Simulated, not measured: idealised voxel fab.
Proc. module: voxel capacitor over wiring
The figure presents cross-section cut, which has a width of 195 nm and is divided into square cells with an edge length of 5 nm.
Cross-section spec: square-cell grid; bands listed top down; each band is one or more rows.
This entry defines a band. It first specifies the height of the band's top and the height of its bottom in nm, and then specifies the band's materials from left to right, stating each material with its width in nm. The word "everywhere" identifies a single material that fills the band from edge to edge, while the word "air" identifies empty space.
Basically, 0 is our baseline, since under it the wafer straight out of the box is all one material. The bottom band has no lower end and keeps on going down, so it looks like "0..down".
Note: "30 to 40" means the width goes from the first number (top row of the band) to the second number (bottom row) in equal steps per row of cells.
"nothing got changed" (step): cross-section cells unchanged, all of them.
If an empty space has no open way to the top and is at least 8 cells in size, "Enclosed void entries" lists it, written width x height at distance, where distance is measured from the left edge and every value is in nm.
On a step's line, text after the settings is the simulator commenting on that step.
Steps that use a mask can have "overlay nm" on their line. It says how far the mask sat to the right of where it was meant to be. Negative means to the left.
[Intended process steps]
step 1: RECEIVE, material Si
step 2: CONFORMAL_DEP, material SiO2, thk nm 10
step 3: DIRECTIONAL_DEP, material TiN, thk nm 5
step 4: DIRECTIONAL_DEP, material W, thk nm 25
step 5: PATTERN, tone cover, mask id METAL_1, material resist, width nm 25, pitch nm 90, thk nm 15, overlay nm 0
step 6: DIRECTIONAL_ETCH, etch materials W, depth nm 25
step 7: DIRECTIONAL_ETCH, etch materials TiN, depth nm 5
step 8: STRIP, etch materials resist
step 9: CONFORMAL_DEP, material SiN, thk nm 5
step 10: FILL_DEP, material SiO2, thk nm 5
step 11: CMP, height nm 40
step 12: CONFORMAL_DEP, material SiCN, thk nm 5
step 13: DIRECTIONAL_DEP, material SiO2, thk nm 20
step 14: DIRECTIONAL_DEP, material aC, thk nm 15
step 15: PATTERN, tone open, mask id PLUG_1, material resist, width nm 15, thk nm 35, overlay nm 0
step 16: DIRECTIONAL_ETCH, etch materials aC, depth nm 15
step 17: STRIP, etch materials resist
step 18: DIRECTIONAL_ETCH, etch materials SiO2, depth nm 20
step 19: DIRECTIONAL_ETCH, etch materials SiCN, depth nm 5
step 20: STRIP, etch materials aC
step 21: EPI, material Ru, thk nm 10
step 22: EPI, material Ru, thk nm 10
step 23: EPI, material Ru, thk nm 5
step 24: DIRECTIONAL_DEP, material TiN, thk nm 5
step 25: DIRECTIONAL_DEP, material Al2O3, thk nm 5
step 26: DIRECTIONAL_DEP, material TiN, thk nm 10
step 27: MASKED_ETCH, tone cover, mask id UPPER_PLATE, width nm 70, etch materials TiN, depth nm 10, overlay nm 0
step 28: MASKED_ETCH, tone cover, mask id UPPER_PLATE, width nm 70, etch materials Al2O3, depth nm 5, overlay nm 0
step 29: MASKED_ETCH, tone cover, mask id LOWER_PLATE, width nm 80, etch materials TiN, depth nm 5, overlay nm 0
step 30: FILL_DEP, material SiO2, thk nm 20
step 31: CMP, height nm 100
step 32: MASKED_ETCH, tone open, mask id PLUG_2, width nm 15, etch materials SiO2, depth nm 15, overlay nm 0
step 33: CONFORMAL_DEP, material TiN, thk nm 5
step 34: FILL_DEP, material Ru, thk nm 5
step 35: CMP, height nm 100
step 36: CONFORMAL_DEP, material SiCN, thk nm 5
[Run as planned: first of two wafers]
[Cross-section of the wafer upon arrival, representing the state reached after step 1]
  0..down  Si everywhere
  Enclosed void entries: none
[How the wafer stands in section after step 2]
  10..0  SiO2 everywhere
  Beneath the level 0, the cross-section is identical to its previous state.
[How the wafer stands in section after step 3]
  15..10  TiN everywhere
  Beneath the level 10, the cross-section is identical to its previous state.
[How the wafer stands in section after step 4]
  40..15  W everywhere
  Beneath the level 15, the cross-section is identical to its previous state.
[How the wafer stands in section after step 5]
  55..40  40 air | 25 resist | 65 air | 25 resist | 40 air
  Beneath the level 40, the cross-section is identical to its previous state.
[How the wafer stands in section after step 6]
  55..40  40 air | 25 resist | 65 air | 25 resist | 40 air
  40..15  40 air | 25 W | 65 air | 25 W | 40 air
  Beneath the level 15, the cross-section is identical to its previous state.
[How the wafer stands in section after step 7]
  55..40  40 air | 25 resist | 65 air | 25 resist | 40 air
  40..15  40 air | 25 W | 65 air | 25 W | 40 air
  15..10  40 air | 25 TiN | 65 air | 25 TiN | 40 air
  Beneath the level 10, the cross-section is identical to its previous state.
[How the wafer stands in section after step 8]
  40..15  40 air | 25 W | 65 air | 25 W | 40 air
  Beneath the level 15, the cross-section is identical to its previous state.
[How the wafer stands in section after step 9]
  45..40  35 air | 35 SiN | 55 air | 35 SiN | 35 air
  40..15  35 air | 5 SiN | 25 W | 5 SiN | 55 air | 5 SiN | 25 W | 5 SiN | 35 air
  15..10  40 SiN | 25 TiN | 65 SiN | 25 TiN | 40 SiN
  Beneath the level 10, the cross-section is identical to its previous state.
[How the wafer stands in section after step 10]
  50..45  SiO2 everywhere
  45..40  35 SiO2 | 35 SiN | 55 SiO2 | 35 SiN | 35 SiO2
  40..15  35 SiO2 | 5 SiN | 25 W | 5 SiN | 55 SiO2 | 5 SiN | 25 W | 5 SiN | 35 SiO2
  Beneath the level 15, the cross-section is identical to its previous state.
[How the wafer stands in section after step 11]
  40..15  35 SiO2 | 5 SiN | 25 W | 5 SiN | 55 SiO2 | 5 SiN | 25 W | 5 SiN | 35 SiO2
  Beneath the level 15, the cross-section is identical to its previous state.
[How the wafer stands in section after step 12]
  45..40  SiCN everywhere
  Beneath the level 40, the cross-section is identical to its previous state.
[How the wafer stands in section after step 13]
  65..45  SiO2 everywhere
  Beneath the level 45, the cross-section is identical to its previous state.
[How the wafer stands in section after step 14]
  80..65  aC everywhere
  Beneath the level 65, the cross-section is identical to its previous state.
[How the wafer stands in section after step 15]
  115..80  50 resist | 15 air | 130 resist
  Beneath the level 80, the cross-section is identical to its previous state.
[How the wafer stands in section after step 16]
  100..80  50 resist | 15 air | 130 resist
  80..65  50 aC | 15 air | 130 aC
  Beneath the level 65, the cross-section is identical to its previous state.
[How the wafer stands in section after step 17]
  80..65  50 aC | 15 air | 130 aC
  Beneath the level 65, the cross-section is identical to its previous state.
[How the wafer stands in section after step 18]
  80..65  50 aC | 15 air | 130 aC
  65..45  50 SiO2 | 15 air | 130 SiO2
  Beneath the level 45, the cross-section is identical to its previous state.
[How the wafer stands in section after step 19]
  80..65  50 aC | 15 air | 130 aC
  65..45  50 SiO2 | 15 air | 130 SiO2
  45..40  50 SiCN | 15 air | 130 SiCN
  Beneath the level 40, the cross-section is identical to its previous state.
[How the wafer stands in section after step 20]
  65..45  50 SiO2 | 15 air | 130 SiO2
  Beneath the level 45, the cross-section is identical to its previous state.
[How the wafer stands in section after step 21]
  65..50  50 SiO2 | 15 air | 130 SiO2
  50..45  50 SiO2 | 15 Ru | 130 SiO2
  45..40  50 SiCN | 15 Ru | 130 SiCN
  Beneath the level 40, the cross-section is identical to its previous state.
[How the wafer stands in section after step 22]
  65..60  50 SiO2 | 15 air | 130 SiO2
  60..45  50 SiO2 | 15 Ru | 130 SiO2
  Beneath the level 45, the cross-section is identical to its previous state.
[How the wafer stands in section after step 23]
  65..45  50 SiO2 | 15 Ru | 130 SiO2
  Beneath the level 45, the cross-section is identical to its previous state.
[How the wafer stands in section after step 24]
  70..65  TiN everywhere
  Beneath the level 65, the cross-section is identical to its previous state.
[How the wafer stands in section after step 25]
  75..70  Al2O3 everywhere
  Beneath the level 70, the cross-section is identical to its previous state.
[How the wafer stands in section after step 26]
  85..75  TiN everywhere
  Beneath the level 75, the cross-section is identical to its previous state.
[How the wafer stands in section after step 27]
  85..75  50 air | 70 TiN | 75 air
  Beneath the level 75, the cross-section is identical to its previous state.
[How the wafer stands in section after step 28]
  85..75  50 air | 70 TiN | 75 air
  75..70  50 air | 70 Al2O3 | 75 air
  Beneath the level 70, the cross-section is identical to its previous state.
[How the wafer stands in section after step 29]
  85..75  50 air | 70 TiN | 75 air
  75..70  50 air | 70 Al2O3 | 75 air
  70..65  45 air | 80 TiN | 70 air
  Beneath the level 65, the cross-section is identical to its previous state.
[How the wafer stands in section after step 30]
  105..85  SiO2 everywhere
  85..75  50 SiO2 | 70 TiN | 75 SiO2
  75..70  50 SiO2 | 70 Al2O3 | 75 SiO2
  70..65  45 SiO2 | 80 TiN | 70 SiO2
  Beneath the level 65, the cross-section is identical to its previous state.
[How the wafer stands in section after step 31]
  100..85  SiO2 everywhere
  Beneath the level 85, the cross-section is identical to its previous state.
[How the wafer stands in section after step 32]
  100..85  60 SiO2 | 15 air | 120 SiO2
  Beneath the level 85, the cross-section is identical to its previous state.
[How the wafer stands in section after step 33]
  105..100  65 TiN | 5 air | 125 TiN
  100..90  60 SiO2 | 5 TiN | 5 air | 5 TiN | 120 SiO2
  90..85  60 SiO2 | 15 TiN | 120 SiO2
  Beneath the level 85, the cross-section is identical to its previous state.
[How the wafer stands in section after step 34]
  110..105  Ru everywhere
  105..100  65 TiN | 5 Ru | 125 TiN
  100..90  60 SiO2 | 5 TiN | 5 Ru | 5 TiN | 120 SiO2
  Beneath the level 90, the cross-section is identical to its previous state.
[How the wafer stands in section after step 35]
  100..90  60 SiO2 | 5 TiN | 5 Ru | 5 TiN | 120 SiO2
  Beneath the level 90, the cross-section is identical to its previous state.
[How the wafer stands in section after step 36]
  105..100  SiCN everywhere
  Beneath the level 100, the cross-section is identical to its previous state.
[For the second wafer, take the first wafer's start and plan, then add one mistake made in running it; everything through step 4, that step included, is shared with the first]
[Here is the second wafer in cross-section at the point where step 5 of the plan should have been done]
  55..40  50 air | 25 resist | 65 air | 25 resist | 30 air
  Beneath the level 40, the cross-section is identical to its previous state.
[Here is the second wafer in cross-section at the point where step 6 of the plan should have been done]
  55..40  50 air | 25 resist | 65 air | 25 resist | 30 air
  40..15  50 air | 25 W | 65 air | 25 W | 30 air
  Beneath the level 15, the cross-section is identical to its previous state.
[Here is the second wafer in cross-section at the point where step 7 of the plan should have been done]
  55..40  50 air | 25 resist | 65 air | 25 resist | 30 air
  40..15  50 air | 25 W | 65 air | 25 W | 30 air
  15..10  50 air | 25 TiN | 65 air | 25 TiN | 30 air
  Beneath the level 10, the cross-section is identical to its previous state.
[Here is the second wafer in cross-section at the point where step 8 of the plan should have been done]
  40..15  50 air | 25 W | 65 air | 25 W | 30 air
  Beneath the level 15, the cross-section is identical to its previous state.
[Here is the second wafer in cross-section at the point where step 9 of the plan should have been done]
  45..40  45 air | 35 SiN | 55 air | 35 SiN | 25 air
  40..15  45 air | 5 SiN | 25 W | 5 SiN | 55 air | 5 SiN | 25 W | 5 SiN | 25 air
  15..10  50 SiN | 25 TiN | 65 SiN | 25 TiN | 30 SiN
  Beneath the level 10, the cross-section is identical to its previous state.
[Here is the second wafer in cross-section at the point where step 10 of the plan should have been done]
  50..45  SiO2 everywhere
  45..40  45 SiO2 | 35 SiN | 55 SiO2 | 35 SiN | 25 SiO2
  40..15  45 SiO2 | 5 SiN | 25 W | 5 SiN | 55 SiO2 | 5 SiN | 25 W | 5 SiN | 25 SiO2
  Beneath the level 15, the cross-section is identical to its previous state.
[Here is the second wafer in cross-section at the point where step 11 of the plan should have been done]
  40..15  45 SiO2 | 5 SiN | 25 W | 5 SiN | 55 SiO2 | 5 SiN | 25 W | 5 SiN | 25 SiO2
  Beneath the level 15, the cross-section is identical to its previous state.
[Here is the second wafer in cross-section at the point where step 12 of the plan should have been done]
  45..40  SiCN everywhere
  Beneath the level 40, the cross-section is identical to its previous state.
[Here is the second wafer in cross-section at the point where step 13 of the plan should have been done]
  65..45  SiO2 everywhere
  Beneath the level 45, the cross-section is identical to its previous state.
[Here is the second wafer in cross-section at the point where step 14 of the plan should have been done]
  80..65  aC everywhere
  Beneath the level 65, the cross-section is identical to its previous state.
[Here is the second wafer in cross-section at the point where step 15 of the plan should have been done]
  115..80  50 resist | 15 air | 130 resist
  Beneath the level 80, the cross-section is identical to its previous state.
[Here is the second wafer in cross-section at the point where step 16 of the plan should have been done]
  100..80  50 resist | 15 air | 130 resist
  80..65  50 aC | 15 air | 130 aC
  Beneath the level 65, the cross-section is identical to its previous state.
[Here is the second wafer in cross-section at the point where step 17 of the plan should have been done]
  80..65  50 aC | 15 air | 130 aC
  Beneath the level 65, the cross-section is identical to its previous state.
[Here is the second wafer in cross-section at the point where step 18 of the plan should have been done]
  80..65  50 aC | 15 air | 130 aC
  65..45  50 SiO2 | 15 air | 130 SiO2
  Beneath the level 45, the cross-section is identical to its previous state.
[Here is the second wafer in cross-section at the point where step 19 of the plan should have been done]
  80..65  50 aC | 15 air | 130 aC
  65..45  50 SiO2 | 15 air | 130 SiO2
  45..40  50 SiCN | 15 air | 130 SiCN
  Beneath the level 40, the cross-section is identical to its previous state.
[Here is the second wafer in cross-section at the point where step 20 of the plan should have been done]
  65..45  50 SiO2 | 15 air | 130 SiO2
  Beneath the level 45, the cross-section is identical to its previous state.
[Here is the second wafer in cross-section at the point where step 21 of the plan should have been done]
  65..50  50 SiO2 | 15 air | 130 SiO2
  50..45  50 SiO2 | 15 Ru | 130 SiO2
  45..40  50 SiCN | 15 Ru | 130 SiCN
  Beneath the level 40, the cross-section is identical to its previous state.
[Here is the second wafer in cross-section at the point where step 22 of the plan should have been done]
  65..60  50 SiO2 | 15 air | 130 SiO2
  60..45  50 SiO2 | 15 Ru | 130 SiO2
  Beneath the level 45, the cross-section is identical to its previous state.
[Here is the second wafer in cross-section at the point where step 23 of the plan should have been done]
  65..45  50 SiO2 | 15 Ru | 130 SiO2
  Beneath the level 45, the cross-section is identical to its previous state.
[Here is the second wafer in cross-section at the point where step 24 of the plan should have been done]
  70..65  TiN everywhere
  Beneath the level 65, the cross-section is identical to its previous state.
[Here is the second wafer in cross-section at the point where step 25 of the plan should have been done]
  75..70  Al2O3 everywhere
  Beneath the level 70, the cross-section is identical to its previous state.
[Here is the second wafer in cross-section at the point where step 26 of the plan should have been done]
  85..75  TiN everywhere
  Beneath the level 75, the cross-section is identical to its previous state.
[Here is the second wafer in cross-section at the point where step 27 of the plan should have been done]
  85..75  50 air | 70 TiN | 75 air
  Beneath the level 75, the cross-section is identical to its previous state.
[Here is the second wafer in cross-section at the point where step 28 of the plan should have been done]
  85..75  50 air | 70 TiN | 75 air
  75..70  50 air | 70 Al2O3 | 75 air
  Beneath the level 70, the cross-section is identical to its previous state.
[Here is the second wafer in cross-section at the point where step 29 of the plan should have been done]
  85..75  50 air | 70 TiN | 75 air
  75..70  50 air | 70 Al2O3 | 75 air
  70..65  45 air | 80 TiN | 70 air
  Beneath the level 65, the cross-section is identical to its previous state.
[Here is the second wafer in cross-section at the point where step 30 of the plan should have been done]
  105..85  SiO2 everywhere
  85..75  50 SiO2 | 70 TiN | 75 SiO2
  75..70  50 SiO2 | 70 Al2O3 | 75 SiO2
  70..65  45 SiO2 | 80 TiN | 70 SiO2
  Beneath the level 65, the cross-section is identical to its previous state.
[Here is the second wafer in cross-section at the point where step 31 of the plan should have been done]
  100..85  SiO2 everywhere
  Beneath the level 85, the cross-section is identical to its previous state.
[Here is the second wafer in cross-section at the point where step 32 of the plan should have been done]
  100..85  60 SiO2 | 15 air | 120 SiO2
  Beneath the level 85, the cross-section is identical to its previous state.
[Here is the second wafer in cross-section at the point where step 33 of the plan should have been done]
  105..100  65 TiN | 5 air | 125 TiN
  100..90  60 SiO2 | 5 TiN | 5 air | 5 TiN | 120 SiO2
  90..85  60 SiO2 | 15 TiN | 120 SiO2
  Beneath the level 85, the cross-section is identical to its previous state.
[Here is the second wafer in cross-section at the point where step 34 of the plan should have been done]
  110..105  Ru everywhere
  105..100  65 TiN | 5 Ru | 125 TiN
  100..90  60 SiO2 | 5 TiN | 5 Ru | 5 TiN | 120 SiO2
  Beneath the level 90, the cross-section is identical to its previous state.
[Here is the second wafer in cross-section at the point where step 35 of the plan should have been done]
  100..90  60 SiO2 | 5 TiN | 5 Ru | 5 TiN | 120 SiO2
  Beneath the level 90, the cross-section is identical to its previous state.
[Here is the second wafer in cross-section at the point where step 36 of the plan should have been done]
  105..100  SiCN everywhere
  Beneath the level 100, the cross-section is identical to its previous state.
In executing the process, a mistake was made relative to the plan: step 5 changed vs plan, executed as PATTERN, tone cover, mask id METAL_1, material resist, width nm 25, pitch nm 90, thk nm 15, overlay nm 10
Final wafers compared: equal cell tally per material, rearranged layout.
